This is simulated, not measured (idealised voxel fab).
Presented below is a process module, voxel self aligned contacts.
Xsec cut, 180 nm wide, square cell size 5 nm.
Just so we're on the same page, the cross-sections are grids of square cells, and they're listed out in bands top to bottom, each band one or more rows deep.
In this notation a band is specified by the heights of its top and bottom, in that order and in nm, after which its materials appear from left to right, each paired with its width in nm. The word "everywhere" attached to a single material means that material fills the band from edge to edge; the word "blank" stands for empty space.
Below 0: as-received wafer, all one material; heights counted from there. Lowest band: no bottom, goes on down, written "z 0 and below".
Width "30 to 40": first value at the band's top row of cells, second value at its bottom row, equal change from row to row.
Step note "nothing got changed" = no cross-section cell changed.
Each empty space that has no open way to the top and spans at least 8 cells appears under "Closed empty spaces" as width x height at distance, the distance counted from the left edge, all in nm.
It should be noted that, on the line of a given step, the content following the step's settings is a remark produced by the simulator itself with respect to that step.
What "overlay nm" on a step's line means: if the step has a mask, that mask lay this far to the right of its planned place, or, when the value is negative, to the left.

Process steps (planned)
1,RECEIVE,material Si
2,CONFORMAL_DEP,material SiO2,thk nm 5
3,DIRECTIONAL_DEP,material polySi,thk nm 20
4,DIRECTIONAL_DEP,material SiN,thk nm 20
5,MASKED_ETCH,tone cover,mask id GATE,width nm 30,pitch nm 75,etch materials SiN,depth nm 20,overlay nm 0
6,MASKED_ETCH,tone cover,mask id GATE,width nm 30,pitch nm 75,etch materials polySi,depth nm 20,overlay nm 0
7,CONFORMAL_DEP,material SiN,thk nm 10
8,DIRECTIONAL_ETCH,etch materials SiN,depth nm 10
9,FILL_DEP,material SiO2,thk nm 10
10,CMP,height nm 50
11,PATTERN,tone open,mask id CONTACT,material resist,width nm 55,thk nm 20,overlay nm 0
12,DIRECTIONAL_ETCH,etch materials SiO2,depth nm 50
13,STRIP,etch materials resist
14,CONFORMAL_DEP,material TiN,thk nm 5
15,FILL_DEP,material Ru,thk nm 5
16,CMP,height nm 50
17,CONFORMAL_DEP,material SiCN,thk nm 5

So this is the incoming wafer in cross-section - it's already been through step 1
z 0 and below  Si everywhere
Closed empty spaces: none

First of two wafers: cross-section at end of module, run per plan
z 55 to 50  SiCN everywhere
z 50 to 45  SiO2: 60  TiN: 20  Ru: 15  TiN: 20  SiO2: 65
z 45 to 25  SiO2: 25  SiN: 50  TiN: 5  Ru: 15  TiN: 5  SiN: 50  SiO2: 30
z 25 to 5  SiO2: 25  SiN: 10  polySi: 30  SiN: 10  TiN: 5  Ru: 15  TiN: 5  SiN: 10  polySi: 30  SiN: 10  SiO2: 30
z 5 to 0  SiO2: 75  TiN: 25  SiO2: 80
z 0 and below  Si everywhere
Closed empty spaces: none

Cross-sectional view: second of two wafers, end of module; start and plan identical to the first, one mistake in running
z 55 to 50  SiCN everywhere
z 50 to 45  SiO2: 60  TiN: 20  Ru: 15  TiN: 20  SiO2: 65
z 45 to 25  SiO2: 25  SiN: 50  TiN: 5  Ru: 15  TiN: 5  SiN: 50  SiO2: 30
z 25 to 20  SiO2: 75  TiN: 25  SiO2: 80
z 20 to 0  polySi everywhere
z 0 and below  Si everywhere
Closed empty spaces: none
Deviation noted in wafer processing: plan steps 2 and 3 run swapped
Per the end-of-run cell counts, the second wafer holds more or fewer of some materials than the first: -12 Ru; -32 SiN; -44 SiO2; -8 TiN; +96 polySi
